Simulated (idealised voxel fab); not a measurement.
Process module, titled voxel transistor to metal
Shown is cross-section cut, with a width of 185 nm and square cells of size 5 nm.
A cross-section in this document is a grid of square cells, and it is written down as bands, the top band listed before the ones below it; a band is made up of one or more rows of cells.
Look at the band entry: it leads with the top's height and the bottom's height in nm. Then it lists the materials left to right, with a width in nm for each. The word "full width" on a single material says that material fills the band edge to edge. The word "blank" is empty space.
Height reference: 0 = level under which incoming wafer is all one material. Lowest band: no bottom, runs on downward, e.g. "z 0 and below".
Width spec "30 to 40" -> top row of cells at first value, bottom row at second value, equal per-row change in between.
"nothing got changed" -> step changed no cross-section cell.
The entry titled "Unvented voids" provides the empty spaces that have no open way to the top, restricted to those of 8 cells or more. Each is presented as width x height at distance, the distance being measured from the left edge, with all three in nm.
If you see something after the settings on a step's line, that's the simulator's own remark about that step.
The line of a step may include "overlay nm". On a step with a mask, this value is how far to the right of its planned place the mask lay. A negative value means the mask lay to the left.

# List of planned process steps
step 1: RECEIVE with material Si
step 2: CONFORMAL_DEP with material SiO2, thk nm 5
step 3: CONFORMAL_DEP with material SiN, thk nm 10
step 4: PATTERN with tone cover, mask id ACTIVE, material resist, width nm 115, thk nm 20, overlay nm 0
step 5: DIRECTIONAL_ETCH with etch materials SiN, depth nm 10
step 6: DIRECTIONAL_ETCH with etch materials SiO2, depth nm 5
step 7: DIRECTIONAL_ETCH with etch materials Si, depth nm 35
step 8: STRIP with etch materials resist
step 9: OXIDIZE with depth nm 5
step 10: FILL_DEP with material SiO2, thk nm 5
step 11: CMP with height nm 15
step 12: SELECTIVE_ETCH with etch materials SiO2, depth nm 10
step 13: STRIP with etch materials SiN
step 14: SELECTIVE_ETCH with etch materials SiO2, depth nm 5
step 15: OXIDIZE with depth nm 5
step 16: DIRECTIONAL_DEP with material polySi, thk nm 25
step 17: DIRECTIONAL_DEP with material SiCN, thk nm 15
step 18: MASKED_ETCH with tone cover, mask id GATE, width nm 25, etch materials SiCN, depth nm 25, overlay nm 0
step 19: MASKED_ETCH with tone cover, mask id GATE, width nm 25, etch materials polySi, depth nm 35, overlay nm 0
step 20: CONFORMAL_DEP with material SiO2, thk nm 5
step 21: DIRECTIONAL_ETCH with etch materials SiO2, depth nm 5
step 22: CONFORMAL_DEP with material SiN, thk nm 10
step 23: DIRECTIONAL_ETCH with etch materials SiN, depth nm 10
step 24: DIRECTIONAL_ETCH with etch materials SiO2, depth nm 5
step 25: EPI with material pSi, thk nm 5
step 26: FILL_DEP with material SiO2, thk nm 10
step 27: CMP with height nm 25
step 28: STRIP with etch materials polySi
step 29: SELECTIVE_ETCH with etch materials SiO2, depth nm 5
step 30: CONFORMAL_DEP with material HfO2, thk nm 5
step 31: CONFORMAL_DEP with material TiN, thk nm 5
step 32: FILL_DEP with material W, thk nm 10
step 33: CMP with height nm 20
step 34: DIRECTIONAL_DEP with material SiO2, thk nm 15
step 35: PATTERN with tone open, mask id CONTACT, material resist, width nm 15, pitch nm 80, thk nm 20, overlay nm 0
step 36: DIRECTIONAL_ETCH with etch materials SiO2, depth nm 35
step 37: STRIP with etch materials resist
step 38: CONFORMAL_DEP with material TiN, thk nm 5
step 39: FILL_DEP with material Ru, thk nm 5
step 40: CMP with height nm 35
step 41: CONFORMAL_DEP with material SiN, thk nm 5
step 42: DIRECTIONAL_DEP with material lowk, thk nm 20
step 43: MASKED_ETCH with tone open, mask id METAL_1, width nm 15, pitch nm 80, etch materials lowk, depth nm 20, overlay nm 0
step 44: MASKED_ETCH with tone open, mask id METAL_1, width nm 15, pitch nm 80, etch materials SiN, depth nm 5, overlay nm 0
step 45: CONFORMAL_DEP with material TiN, thk nm 5
step 46: FILL_DEP with material Cu, thk nm 10
step 47: CMP with height nm 60
step 48: CONFORMAL_DEP with material SiN, thk nm 5

# First of two wafers - as planned

# Incoming wafer in cross-section (state: after step 1)
> z 0 and below = Si full width
> Unvented voids: none

# Sectional view: wafer, after step 2
> z 5 to 0 = SiO2 full width
> Rest of section, below 0: as before.

# Sectional view: wafer, after step 3
> z 15 to 5 = SiN full width
> Rest of section, below 5: as before.

# Sectional view: wafer, after step 4
> z 35 to 15 = 35 blank | 115 resist | 35 blank
> Rest of section, below 15: as before.

# Sectional view: wafer, after step 5
> z 35 to 15 = 35 blank | 115 resist | 35 blank
> z 15 to 5 = 35 blank | 115 SiN | 35 blank
> Rest of section, below 5: as before.

# Sectional view: wafer, after step 6
> z 35 to 15 = 35 blank | 115 resist | 35 blank
> z 15 to 5 = 35 blank | 115 SiN | 35 blank
> z 5 to 0 = 35 blank | 115 SiO2 | 35 blank
> Rest of section, below 0: as before.

# Sectional view: wafer, after step 7
> z 35 to 15 = 35 blank | 115 resist | 35 blank
> z 15 to 5 = 35 blank | 115 SiN | 35 blank
> z 5 to 0 = 35 blank | 115 SiO2 | 35 blank
> z 0 to -35 = 35 blank | 115 Si | 35 blank
> Rest of section, below -35: as before.

# Sectional view: wafer, after step 8
> z 15 to 5 = 35 blank | 115 SiN | 35 blank
> Rest of section, below 5: as before.

# Sectional view: wafer, after step 9
> z 15 to 5 = 35 blank | 115 SiN | 35 blank
> z 5 to 0 = 35 blank | 115 SiO2 | 35 blank
> z 0 to -35 = 35 blank | 5 SiO2 | 105 Si | 5 SiO2 | 35 blank
> z -35 to -40 = 40 SiO2 | 105 Si | 40 SiO2
> Rest of section, below -40: as before.

# Sectional view: wafer, after step 10
> z 20 to 15 = SiO2 full width
> z 15 to 5 = 35 SiO2 | 115 SiN | 35 SiO2
> z 5 to 0 = SiO2 full width
> z 0 to -40 = 40 SiO2 | 105 Si | 40 SiO2
> Rest of section, below -40: as before.

# Sectional view: wafer, after step 11
> z 15 to 5 = 35 SiO2 | 115 SiN | 35 SiO2
> Rest of section, below 5: as before.

# Sectional view: wafer, after step 12
> z 15 to 5 = 35 blank | 115 SiN | 35 blank
> Rest of section, below 5: as before.

# Sectional view: wafer, after step 13
> z 5 to 0 = SiO2 full width
> Rest of section, below 0: as before.

# Sectional view: wafer, after step 14
> z 0 to -40 = 40 SiO2 | 105 Si | 40 SiO2
> Rest of section, below -40: as before.

# Sectional view: wafer, after step 15
> z 0 to -5 = SiO2 full width
> Rest of section, below -5: as before.

# Sectional view: wafer, after step 16
> z 25 to 0 = polySi full width
> Rest of section, below 0: as before.

# Sectional view: wafer, after step 17
> z 40 to 25 = SiCN full width
> Rest of section, below 25: as before.

# Sectional view: wafer, after step 18
> z 40 to 25 = 80 blank | 25 SiCN | 80 blank
> Rest of section, below 25: as before.

# Sectional view: wafer, after step 19
> z 40 to 25 = 80 blank | 25 SiCN | 80 blank
> z 25 to 0 = 80 blank | 25 polySi | 80 blank
> Rest of section, below 0: as before.

# Sectional view: wafer, after step 20
> z 45 to 40 = 75 blank | 35 SiO2 | 75 blank
> z 40 to 25 = 75 blank | 5 SiO2 | 25 SiCN | 5 SiO2 | 75 blank
> z 25 to 5 = 75 blank | 5 SiO2 | 25 polySi | 5 SiO2 | 75 blank
> z 5 to 0 = 80 SiO2 | 25 polySi | 80 SiO2
> Rest of section, below 0: as before.

# Sectional view: wafer, after step 21
> z 40 to 25 = 75 blank | 5 SiO2 | 25 SiCN | 5 SiO2 | 75 blank
> z 25 to 0 = 75 blank | 5 SiO2 | 25 polySi | 5 SiO2 | 75 blank
> Rest of section, below 0: as before.

# Sectional view: wafer, after step 22
> z 50 to 40 = 65 blank | 55 SiN | 65 blank
> z 40 to 25 = 65 blank | 10 SiN | 5 SiO2 | 25 SiCN | 5 SiO2 | 10 SiN | 65 blank
> z 25 to 10 = 65 blank | 10 SiN | 5 SiO2 | 25 polySi | 5 SiO2 | 10 SiN | 65 blank
> z 10 to 0 = 75 SiN | 5 SiO2 | 25 polySi | 5 SiO2 | 75 SiN
> Rest of section, below 0: as before.

# Sectional view: wafer, after step 23
> z 40 to 25 = 65 blank | 10 SiN | 5 SiO2 | 25 SiCN | 5 SiO2 | 10 SiN | 65 blank
> z 25 to 0 = 65 blank | 10 SiN | 5 SiO2 | 25 polySi | 5 SiO2 | 10 SiN | 65 blank
> Rest of section, below 0: as before.

# Sectional view: wafer, after step 24
> z 40 to 35 = 65 blank | 10 SiN | 5 blank | 25 SiCN | 5 blank | 10 SiN | 65 blank
> z 35 to 25 = 65 blank | 10 SiN | 5 SiO2 | 25 SiCN | 5 SiO2 | 10 SiN | 65 blank
> z 25 to 0 = 65 blank | 10 SiN | 5 SiO2 | 25 polySi | 5 SiO2 | 10 SiN | 65 blank
> z 0 to -5 = 65 blank | 55 SiO2 | 65 blank
> Rest of section, below -5: as before.

# Sectional view: wafer, after step 25
> z 40 to 35 = 65 blank | 10 SiN | 5 blank | 25 SiCN | 5 blank | 10 SiN | 65 blank
> z 35 to 25 = 65 blank | 10 SiN | 5 SiO2 | 25 SiCN | 5 SiO2 | 10 SiN | 65 blank
> z 25 to 0 = 65 blank | 10 SiN | 5 SiO2 | 25 polySi | 5 SiO2 | 10 SiN | 65 blank
> z 0 to -5 = 35 blank | 30 pSi | 55 SiO2 | 30 pSi | 35 blank
> Rest of section, below -5: as before.

# Sectional view: wafer, after step 26
> z 50 to 40 = SiO2 full width
> z 40 to 25 = 65 SiO2 | 10 SiN | 5 SiO2 | 25 SiCN | 5 SiO2 | 10 SiN | 65 SiO2
> z 25 to 0 = 65 SiO2 | 10 SiN | 5 SiO2 | 25 polySi | 5 SiO2 | 10 SiN | 65 SiO2
> z 0 to -5 = 35 SiO2 | 30 pSi | 55 SiO2 | 30 pSi | 35 SiO2
> Rest of section, below -5: as before.

# Sectional view: wafer, after step 27
> z 25 to 0 = 65 SiO2 | 10 SiN | 5 SiO2 | 25 polySi | 5 SiO2 | 10 SiN | 65 SiO2
> Rest of section, below 0: as before.

# Sectional view: wafer, after step 28
> z 25 to 0 = 65 SiO2 | 10 SiN | 5 SiO2 | 25 blank | 5 SiO2 | 10 SiN | 65 SiO2
> Rest of section, below 0: as before.

# Sectional view: wafer, after step 29
> z 25 to 20 = 65 blank | 10 SiN | 35 blank | 10 SiN | 65 blank
> z 20 to 0 = 65 SiO2 | 10 SiN | 35 blank | 10 SiN | 65 SiO2
> z 0 to -5 = 35 SiO2 | 30 pSi | 10 SiO2 | 35 blank | 10 SiO2 | 30 pSi | 35 SiO2
> Rest of section, below -5: as before.

# Sectional view: wafer, after step 30
> z 30 to 25 = 60 blank | 20 HfO2 | 25 blank | 20 HfO2 | 60 blank
> z 25 to 20 = 65 HfO2 | 10 SiN | 5 HfO2 | 25 blank | 5 HfO2 | 10 SiN | 65 HfO2
> z 20 to 0 = 65 SiO2 | 10 SiN | 5 HfO2 | 25 blank | 5 HfO2 | 10 SiN | 65 SiO2
> z 0 to -5 = 35 SiO2 | 30 pSi | 10 SiO2 | 35 HfO2 | 10 SiO2 | 30 pSi | 35 SiO2
> Rest of section, below -5: as before.

# Sectional view: wafer, after step 31
> z 35 to 30 = 55 blank | 30 TiN | 15 blank | 30 TiN | 55 blank
> z 30 to 25 = 60 TiN | 20 HfO2 | 5 TiN | 15 blank | 5 TiN | 20 HfO2 | 60 TiN
> z 25 to 20 = 65 HfO2 | 10 SiN | 5 HfO2 | 5 TiN | 15 blank | 5 TiN | 5 HfO2 | 10 SiN | 65 HfO2
> z 20 to 5 = 65 SiO2 | 10 SiN | 5 HfO2 | 5 TiN | 15 blank | 5 TiN | 5 HfO2 | 10 SiN | 65 SiO2
> z 5 to 0 = 65 SiO2 | 10 SiN | 5 HfO2 | 25 TiN | 5 HfO2 | 10 SiN | 65 SiO2
> Rest of section, below 0: as before.

# Sectional view: wafer, after step 32
> z 45 to 35 = W full width
> z 35 to 30 = 55 W | 30 TiN | 15 W | 30 TiN | 55 W
> z 30 to 25 = 60 TiN | 20 HfO2 | 5 TiN | 15 W | 5 TiN | 20 HfO2 | 60 TiN
> z 25 to 20 = 65 HfO2 | 10 SiN | 5 HfO2 | 5 TiN | 15 W | 5 TiN | 5 HfO2 | 10 SiN | 65 HfO2
> z 20 to 5 = 65 SiO2 | 10 SiN | 5 HfO2 | 5 TiN | 15 W | 5 TiN | 5 HfO2 | 10 SiN | 65 SiO2
> Rest of section, below 5: as before.

# Sectional view: wafer, after step 33
> z 20 to 5 = 65 SiO2 | 10 SiN | 5 HfO2 | 5 TiN | 15 W | 5 TiN | 5 HfO2 | 10 SiN | 65 SiO2
> Rest of section, below 5: as before.

# Sectional view: wafer, after step 34
> z 35 to 20 = SiO2 full width
> Rest of section, below 20: as before.

# Sectional view: wafer, after step 35
> z 55 to 35 = 45 resist | 15 blank | 65 resist | 15 blank | 45 resist
> Rest of section, below 35: as before.

# Sectional view: wafer, after step 36
> z 55 to 35 = 45 resist | 15 blank | 65 resist | 15 blank | 45 resist
> z 35 to 20 = 45 SiO2 | 15 blank | 65 SiO2 | 15 blank | 45 SiO2
> z 20 to 5 = 45 SiO2 | 15 blank | 5 SiO2 | 10 SiN | 5 HfO2 | 5 TiN | 15 W | 5 TiN | 5 HfO2 | 10 SiN | 5 SiO2 | 15 blank | 45 SiO2
> z 5 to 0 = 45 SiO2 | 15 blank | 5 SiO2 | 10 SiN | 5 HfO2 | 25 TiN | 5 HfO2 | 10 SiN | 5 SiO2 | 15 blank | 45 SiO2
> Rest of section, below 0: as before.

# Sectional view: wafer, after step 37
> z 35 to 20 = 45 SiO2 | 15 blank | 65 SiO2 | 15 blank | 45 SiO2
> Rest of section, below 20: as before.

# Sectional view: wafer, after step 38
> z 40 to 35 = 50 TiN | 5 blank | 75 TiN | 5 blank | 50 TiN
> z 35 to 20 = 45 SiO2 | 5 TiN | 5 blank | 5 TiN | 65 SiO2 | 5 TiN | 5 blank | 5 TiN | 45 SiO2
> z 20 to 5 = 45 SiO2 | 5 TiN | 5 blank | 5 TiN | 5 SiO2 | 10 SiN | 5 HfO2 | 5 TiN | 15 W | 5 TiN | 5 HfO2 | 10 SiN | 5 SiO2 | 5 TiN | 5 blank | 5 TiN | 45 SiO2
> z 5 to 0 = 45 SiO2 | 15 TiN | 5 SiO2 | 10 SiN | 5 HfO2 | 25 TiN | 5 HfO2 | 10 SiN | 5 SiO2 | 15 TiN | 45 SiO2
> Rest of section, below 0: as before.

# Sectional view: wafer, after step 39
> z 45 to 40 = Ru full width
> z 40 to 35 = 50 TiN | 5 Ru | 75 TiN | 5 Ru | 50 TiN
> z 35 to 20 = 45 SiO2 | 5 TiN | 5 Ru | 5 TiN | 65 SiO2 | 5 TiN | 5 Ru | 5 TiN | 45 SiO2
> z 20 to 5 = 45 SiO2 | 5 TiN | 5 Ru | 5 TiN | 5 SiO2 | 10 SiN | 5 HfO2 | 5 TiN | 15 W | 5 TiN | 5 HfO2 | 10 SiN | 5 SiO2 | 5 TiN | 5 Ru | 5 TiN | 45 SiO2
> Rest of section, below 5: as before.

# Sectional view: wafer, after step 40
> z 35 to 20 = 45 SiO2 | 5 TiN | 5 Ru | 5 TiN | 65 SiO2 | 5 TiN | 5 Ru | 5 TiN | 45 SiO2
> Rest of section, below 20: as before.

# Sectional view: wafer, after step 41
> z 40 to 35 = SiN full width
> Rest of section, below 35: as before.

# Sectional view: wafer, after step 42
> z 60 to 40 = lowk full width
> Rest of section, below 40: as before.

# Sectional view: wafer, after step 43
> z 60 to 40 = 45 lowk | 15 blank | 65 lowk | 15 blank | 45 lowk
> Rest of section, below 40: as before.

# Sectional view: wafer, after step 44
> z 60 to 40 = 45 lowk | 15 blank | 65 lowk | 15 blank | 45 lowk
> z 40 to 35 = 45 SiN | 15 blank | 65 SiN | 15 blank | 45 SiN
> Rest of section, below 35: as before.

# Sectional view: wafer, after step 45
> z 65 to 60 = 50 TiN | 5 blank | 75 TiN | 5 blank | 50 TiN
> z 60 to 40 = 45 lowk | 5 TiN | 5 blank | 5 TiN | 65 lowk | 5 TiN | 5 blank | 5 TiN | 45 lowk
> z 40 to 35 = 45 SiN | 15 TiN | 65 SiN | 15 TiN | 45 SiN
> Rest of section, below 35: as before.

# Sectional view: wafer, after step 46
> z 75 to 65 = Cu full width
> z 65 to 60 = 50 TiN | 5 Cu | 75 TiN | 5 Cu | 50 TiN
> z 60 to 40 = 45 lowk | 5 TiN | 5 Cu | 5 TiN | 65 lowk | 5 TiN | 5 Cu | 5 TiN | 45 lowk
> Rest of section, below 40: as before.

# Sectional view: wafer, after step 47
> z 60 to 40 = 45 lowk | 5 TiN | 5 Cu | 5 TiN | 65 lowk | 5 TiN | 5 Cu | 5 TiN | 45 lowk
> Rest of section, below 40: as before.

# Sectional view: wafer, after step 48
> z 65 to 60 = SiN full width
> Rest of section, below 60: as before.

# Second wafer. Start and plan as for the first. One mistake made in running. Agrees with the first up to and including step 12

# Cross-section: second wafer, time at which step 13 was scheduled to end
> z 15 to 5 = 35 blank | 115 SiN | 35 blank
> z 5 to 0 = 40 blank | 105 SiO2 | 40 blank
> Rest of section, below 0: as before.

# Cross-section: second wafer, time at which step 14 was scheduled to end
> z 5 to 0 = 40 blank | 105 SiO2 | 40 blank
> Rest of section, below 0: as before.

Cross-section: second wafer, time at which step 15 was scheduled to end: nothing got changed

# Cross-section: second wafer, time at which step 16 was scheduled to end
> z 30 to 25 = 40 blank | 105 polySi | 40 blank
> z 25 to 5 = polySi full width
> z 5 to 0 = 40 polySi | 105 SiO2 | 40 polySi
> Rest of section, below 0: as before.

# Cross-section: second wafer, time at which step 17 was scheduled to end
> z 45 to 40 = 40 blank | 105 SiCN | 40 blank
> z 40 to 30 = SiCN full width
> z 30 to 25 = 40 SiCN | 105 polySi | 40 SiCN
> Rest of section, below 25: as before.

# Cross-section: second wafer, time at which step 18 was scheduled to end
> z 45 to 30 = 80 blank | 25 SiCN | 80 blank
> z 30 to 25 = 40 blank | 105 polySi | 40 blank
> Rest of section, below 25: as before.

# Cross-section: second wafer, time at which step 19 was scheduled to end
> z 45 to 30 = 80 blank | 25 SiCN | 80 blank
> z 30 to 5 = 80 blank | 25 polySi | 80 blank
> z 5 to 0 = 40 blank | 105 SiO2 | 40 blank
> Rest of section, below 0: as before.

# Cross-section: second wafer, time at which step 20 was scheduled to end
> z 50 to 45 = 75 blank | 35 SiO2 | 75 blank
> z 45 to 30 = 75 blank | 5 SiO2 | 25 SiCN | 5 SiO2 | 75 blank
> z 30 to 10 = 75 blank | 5 SiO2 | 25 polySi | 5 SiO2 | 75 blank
> z 10 to 5 = 35 blank | 45 SiO2 | 25 polySi | 45 SiO2 | 35 blank
> z 5 to 0 = SiO2 full width
> Rest of section, below 0: as before.

# Cross-section: second wafer, time at which step 21 was scheduled to end
> z 45 to 30 = 75 blank | 5 SiO2 | 25 SiCN | 5 SiO2 | 75 blank
> z 30 to 5 = 75 blank | 5 SiO2 | 25 polySi | 5 SiO2 | 75 blank
> z 5 to 0 = 35 blank | 115 SiO2 | 35 blank
> Rest of section, below 0: as before.

# Cross-section: second wafer, time at which step 22 was scheduled to end
> z 55 to 45 = 65 blank | 55 SiN | 65 blank
> z 45 to 30 = 65 blank | 10 SiN | 5 SiO2 | 25 SiCN | 5 SiO2 | 10 SiN | 65 blank
> z 30 to 15 = 65 blank | 10 SiN | 5 SiO2 | 25 polySi | 5 SiO2 | 10 SiN | 65 blank
> z 15 to 10 = 25 blank | 50 SiN | 5 SiO2 | 25 polySi | 5 SiO2 | 50 SiN | 25 blank
> z 10 to 5 = 75 SiN | 5 SiO2 | 25 polySi | 5 SiO2 | 75 SiN
> z 5 to 0 = 35 SiN | 115 SiO2 | 35 SiN
> Rest of section, below 0: as before.

# Cross-section: second wafer, time at which step 23 was scheduled to end
> z 45 to 30 = 65 blank | 10 SiN | 5 SiO2 | 25 SiCN | 5 SiO2 | 10 SiN | 65 blank
> z 30 to 5 = 65 blank | 10 SiN | 5 SiO2 | 25 polySi | 5 SiO2 | 10 SiN | 65 blank
> z 5 to 0 = 25 blank | 10 SiN | 115 SiO2 | 10 SiN | 25 blank
> Rest of section, below 0: as before.

# Cross-section: second wafer, time at which step 24 was scheduled to end
> z 45 to 40 = 65 blank | 10 SiN | 5 blank | 25 SiCN | 5 blank | 10 SiN | 65 blank
> z 40 to 30 = 65 blank | 10 SiN | 5 SiO2 | 25 SiCN | 5 SiO2 | 10 SiN | 65 blank
> z 30 to 5 = 65 blank | 10 SiN | 5 SiO2 | 25 polySi | 5 SiO2 | 10 SiN | 65 blank
> z 5 to 0 = 25 blank | 10 SiN | 30 blank | 55 SiO2 | 30 blank | 10 SiN | 25 blank
> z 0 to -5 = 25 blank | 15 SiO2 | 105 Si | 15 SiO2 | 25 blank
> Rest of section, below -5: as before.

# Cross-section: second wafer, time at which step 25 was scheduled to end
> z 45 to 40 = 65 blank | 10 SiN | 5 blank | 25 SiCN | 5 blank | 10 SiN | 65 blank
> z 40 to 30 = 65 blank | 10 SiN | 5 SiO2 | 25 SiCN | 5 SiO2 | 10 SiN | 65 blank
> z 30 to 5 = 65 blank | 10 SiN | 5 SiO2 | 25 polySi | 5 SiO2 | 10 SiN | 65 blank
> z 5 to 0 = 25 blank | 10 SiN | 30 pSi | 55 SiO2 | 30 pSi | 10 SiN | 25 blank
> Rest of section, below 0: as before.

# Cross-section: second wafer, time at which step 26 was scheduled to end
> z 55 to 45 = SiO2 full width
> z 45 to 30 = 65 SiO2 | 10 SiN | 5 SiO2 | 25 SiCN | 5 SiO2 | 10 SiN | 65 SiO2
> z 30 to 5 = 65 SiO2 | 10 SiN | 5 SiO2 | 25 polySi | 5 SiO2 | 10 SiN | 65 SiO2
> z 5 to 0 = 25 SiO2 | 10 SiN | 30 pSi | 55 SiO2 | 30 pSi | 10 SiN | 25 SiO2
> z 0 to -40 = 40 SiO2 | 105 Si | 40 SiO2
> Rest of section, below -40: as before.

# Cross-section: second wafer, time at which step 27 was scheduled to end
> z 25 to 5 = 65 SiO2 | 10 SiN | 5 SiO2 | 25 polySi | 5 SiO2 | 10 SiN | 65 SiO2
> Rest of section, below 5: as before.

# Cross-section: second wafer, time at which step 28 was scheduled to end
> z 25 to 5 = 65 SiO2 | 10 SiN | 5 SiO2 | 25 blank | 5 SiO2 | 10 SiN | 65 SiO2
> Rest of section, below 5: as before.

# Cross-section: second wafer, time at which step 29 was scheduled to end
> z 25 to 20 = 65 blank | 10 SiN | 35 blank | 10 SiN | 65 blank
> z 20 to 5 = 65 SiO2 | 10 SiN | 35 blank | 10 SiN | 65 SiO2
> z 5 to 0 = 25 SiO2 | 10 SiN | 30 pSi | 10 SiO2 | 35 blank | 10 SiO2 | 30 pSi | 10 SiN | 25 SiO2
> Rest of section, below 0: as before.

# Cross-section: second wafer, time at which step 30 was scheduled to end
> z 30 to 25 = 60 blank | 20 HfO2 | 25 blank | 20 HfO2 | 60 blank
> z 25 to 20 = 65 HfO2 | 10 SiN | 5 HfO2 | 25 blank | 5 HfO2 | 10 SiN | 65 HfO2
> z 20 to 5 = 65 SiO2 | 10 SiN | 5 HfO2 | 25 blank | 5 HfO2 | 10 SiN | 65 SiO2
> z 5 to 0 = 25 SiO2 | 10 SiN | 30 pSi | 10 SiO2 | 35 HfO2 | 10 SiO2 | 30 pSi | 10 SiN | 25 SiO2
> Rest of section, below 0: as before.

# Cross-section: second wafer, time at which step 31 was scheduled to end
> z 35 to 30 = 55 blank | 30 TiN | 15 blank | 30 TiN | 55 blank
> z 30 to 25 = 60 TiN | 20 HfO2 | 5 TiN | 15 blank | 5 TiN | 20 HfO2 | 60 TiN
> z 25 to 20 = 65 HfO2 | 10 SiN | 5 HfO2 | 5 TiN | 15 blank | 5 TiN | 5 HfO2 | 10 SiN | 65 HfO2
> z 20 to 10 = 65 SiO2 | 10 SiN | 5 HfO2 | 5 TiN | 15 blank | 5 TiN | 5 HfO2 | 10 SiN | 65 SiO2
> z 10 to 5 = 65 SiO2 | 10 SiN | 5 HfO2 | 25 TiN | 5 HfO2 | 10 SiN | 65 SiO2
> Rest of section, below 5: as before.

# Cross-section: second wafer, time at which step 32 was scheduled to end
> z 45 to 35 = W full width
> z 35 to 30 = 55 W | 30 TiN | 15 W | 30 TiN | 55 W
> z 30 to 25 = 60 TiN | 20 HfO2 | 5 TiN | 15 W | 5 TiN | 20 HfO2 | 60 TiN
> z 25 to 20 = 65 HfO2 | 10 SiN | 5 HfO2 | 5 TiN | 15 W | 5 TiN | 5 HfO2 | 10 SiN | 65 HfO2
> z 20 to 10 = 65 SiO2 | 10 SiN | 5 HfO2 | 5 TiN | 15 W | 5 TiN | 5 HfO2 | 10 SiN | 65 SiO2
> Rest of section, below 10: as before.

# Cross-section: second wafer, time at which step 33 was scheduled to end
> z 20 to 10 = 65 SiO2 | 10 SiN | 5 HfO2 | 5 TiN | 15 W | 5 TiN | 5 HfO2 | 10 SiN | 65 SiO2
> Rest of section, below 10: as before.

# Cross-section: second wafer, time at which step 34 was scheduled to end
> z 35 to 20 = SiO2 full width
> Rest of section, below 20: as before.

# Cross-section: second wafer, time at which step 35 was scheduled to end
> z 55 to 35 = 45 resist | 15 blank | 65 resist | 15 blank | 45 resist
> Rest of section, below 35: as before.

# Cross-section: second wafer, time at which step 36 was scheduled to end
> z 55 to 35 = 45 resist | 15 blank | 65 resist | 15 blank | 45 resist
> z 35 to 20 = 45 SiO2 | 15 blank | 65 SiO2 | 15 blank | 45 SiO2
> z 20 to 10 = 45 SiO2 | 15 blank | 5 SiO2 | 10 SiN | 5 HfO2 | 5 TiN | 15 W | 5 TiN | 5 HfO2 | 10 SiN | 5 SiO2 | 15 blank | 45 SiO2
> z 10 to 5 = 45 SiO2 | 15 blank | 5 SiO2 | 10 SiN | 5 HfO2 | 25 TiN | 5 HfO2 | 10 SiN | 5 SiO2 | 15 blank | 45 SiO2
> Rest of section, below 5: as before.

# Cross-section: second wafer, time at which step 37 was scheduled to end
> z 35 to 20 = 45 SiO2 | 15 blank | 65 SiO2 | 15 blank | 45 SiO2
> Rest of section, below 20: as before.

# Cross-section: second wafer, time at which step 38 was scheduled to end
> z 40 to 35 = 50 TiN | 5 blank | 75 TiN | 5 blank | 50 TiN
> z 35 to 20 = 45 SiO2 | 5 TiN | 5 blank | 5 TiN | 65 SiO2 | 5 TiN | 5 blank | 5 TiN | 45 SiO2
> z 20 to 10 = 45 SiO2 | 5 TiN | 5 blank | 5 TiN | 5 SiO2 | 10 SiN | 5 HfO2 | 5 TiN | 15 W | 5 TiN | 5 HfO2 | 10 SiN | 5 SiO2 | 5 TiN | 5 blank | 5 TiN | 45 SiO2
> z 10 to 5 = 45 SiO2 | 15 TiN | 5 SiO2 | 10 SiN | 5 HfO2 | 25 TiN | 5 HfO2 | 10 SiN | 5 SiO2 | 15 TiN | 45 SiO2
> Rest of section, below 5: as before.

# Cross-section: second wafer, time at which step 39 was scheduled to end
> z 45 to 40 = Ru full width
> z 40 to 35 = 50 TiN | 5 Ru | 75 TiN | 5 Ru | 50 TiN
> z 35 to 20 = 45 SiO2 | 5 TiN | 5 Ru | 5 TiN | 65 SiO2 | 5 TiN | 5 Ru | 5 TiN | 45 SiO2
> z 20 to 10 = 45 SiO2 | 5 TiN | 5 Ru | 5 TiN | 5 SiO2 | 10 SiN | 5 HfO2 | 5 TiN | 15 W | 5 TiN | 5 HfO2 | 10 SiN | 5 SiO2 | 5 TiN | 5 Ru | 5 TiN | 45 SiO2
> Rest of section, below 10: as before.

# Cross-section: second wafer, time at which step 40 was scheduled to end
> z 35 to 20 = 45 SiO2 | 5 TiN | 5 Ru | 5 TiN | 65 SiO2 | 5 TiN | 5 Ru | 5 TiN | 45 SiO2
> Rest of section, below 20: as before.

# Cross-section: second wafer, time at which step 41 was scheduled to end
> z 40 to 35 = SiN full width
> Rest of section, below 35: as before.

# Cross-section: second wafer, time at which step 42 was scheduled to end
> z 60 to 40 = lowk full width
> Rest of section, below 40: as before.

# Cross-section: second wafer, time at which step 43 was scheduled to end
> z 60 to 40 = 45 lowk | 15 blank | 65 lowk | 15 blank | 45 lowk
> Rest of section, below 40: as before.

# Cross-section: second wafer, time at which step 44 was scheduled to end
> z 60 to 40 = 45 lowk | 15 blank | 65 lowk | 15 blank | 45 lowk
> z 40 to 35 = 45 SiN | 15 blank | 65 SiN | 15 blank | 45 SiN
> Rest of section, below 35: as before.

# Cross-section: second wafer, time at which step 45 was scheduled to end
> z 65 to 60 = 50 TiN | 5 blank | 75 TiN | 5 blank | 50 TiN
> z 60 to 40 = 45 lowk | 5 TiN | 5 blank | 5 TiN | 65 lowk | 5 TiN | 5 blank | 5 TiN | 45 lowk
> z 40 to 35 = 45 SiN | 15 TiN | 65 SiN | 15 TiN | 45 SiN
> Rest of section, below 35: as before.

# Cross-section: second wafer, time at which step 46 was scheduled to end
> z 75 to 65 = Cu full width
> z 65 to 60 = 50 TiN | 5 Cu | 75 TiN | 5 Cu | 50 TiN
> z 60 to 40 = 45 lowk | 5 TiN | 5 Cu | 5 TiN | 65 lowk | 5 TiN | 5 Cu | 5 TiN | 45 lowk
> Rest of section, below 40: as before.

# Cross-section: second wafer, time at which step 47 was scheduled to end
> z 60 to 40 = 45 lowk | 5 TiN | 5 Cu | 5 TiN | 65 lowk | 5 TiN | 5 Cu | 5 TiN | 45 lowk
> Rest of section, below 40: as before.

# Cross-section: second wafer, time at which step 48 was scheduled to end
> z 65 to 60 = SiN full width
> Rest of section, below 60: as before.
What was done differently from what was planned? step 14 occupied the plan position of step 13, and the converse holds as well
Upon completion, the second wafer contains, in terms of cells, a greater or smaller amount of certain materials than the first wafer: HfO2: 2 fewer | Ru: 2 fewer | Si: 21 more | SiO2: 8 fewer | TiN: 6 fewer | W: 3 fewer
